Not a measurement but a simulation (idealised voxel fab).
The process module that follows is named voxel gate over fins.
The cross-section shown here is cut; it is 265 nm wide and divided into square cells measuring 5 nm on a side.
Each cross-section below is a grid of square cells, stated as bands in top-down order, with one or more rows of cells making up each band.
Top height, bottom height, nm. Materials left to right, width each, nm. Single material + "everywhere" = fills band edge to edge. "air" = empty.
A quick word on heights: they are counted from 0, and under that level the wafer as it came to us is one material throughout. The lowest band is different from the rest in having no bottom; it simply continues downward, written as in "from 0 down".
Per-row width for "30 to 40": begins at first number (top row of band), ends at second number (bottom row), increment between rows held constant.
"no alterations made" -> step changed no cross-section cell.
Enclosed voids (no open way to top), threshold 8 cells or more, entry "Unvented cavities", notation width x height at distance, distance from left edge, nm.
Formally, on a step line, whatever follows the settings is a remark that the simulator itself makes on the step.
"overlay nm", when on a step's line for a step with a mask, measures how far to the right of its planned place the mask lay; a negative measure means to the left.
Here's what the planned process steps look like
- 1: op RECEIVE | material Si
- 2: op CONFORMAL_DEP | material SiN | thk nm 5
- 3: op DIRECTIONAL_DEP | material aC | thk nm 15
- 4: op PATTERN | tone cover | mask id FINS | material resist | width nm 15 | pitch nm 40 | thk nm 35 | overlay nm 0
- 5: op DIRECTIONAL_ETCH | etch materials aC | depth nm 15
- 6: op STRIP | etch materials resist
- 7: op DIRECTIONAL_ETCH | etch materials SiN | depth nm 5
- 8: op DIRECTIONAL_ETCH | etch materials Si | depth nm 40
- 9: op STRIP | etch materials aC
- 10: op FILL_DEP | material SiO2 | thk nm 10
- 11: op CMP | height nm 5
- 12: op SELECTIVE_ETCH | etch materials SiO2 | depth nm 15
- 13: op STRIP | etch materials SiN
- 14: op CONFORMAL_DEP | material HfO2 | thk nm 5
- 15: op CONFORMAL_DEP | material TiN | thk nm 5
- 16: op FILL_DEP | material W | thk nm 15
- 17: op CMP | height nm 20
- 18: op CONFORMAL_DEP | material SiCN | thk nm 5
Received-state cross-section, reflecting completion of step 1
	from 0 down | Si everywhere
	Unvented cavities: none
Final cross-section, module run with one mistake (start and plan as above)
	from 25 to 20 | SiCN everywhere
	from 20 to 10 | W everywhere
	from 10 to 5 | W (95); TiN (80); W (90)
	from 5 to 0 | W (95); TiN (5); HfO2 (30); TiN (10); HfO2 (30); TiN (5); W (90)
	from 0 to -5 | TiN (100); HfO2 (5); Si (20); HfO2 (5); TiN (10); HfO2 (5); Si (20); HfO2 (5); TiN (95)
	from -5 to -10 | HfO2 (105); Si (20); HfO2 (20); Si (20); HfO2 (100)
	from -10 to -40 | SiO2 (105); Si (20); SiO2 (20); Si (20); SiO2 (100)
	from -40 down | Si everywhere
	Unvented cavities: none
Which mistake was made when the wafer was run? for step 4, the planned setting was not used; the step was instead run as op PATTERN | tone cover | mask id FINS | material resist | width nm 20 | pitch nm 40 | thk nm 35 | overlay nm 0
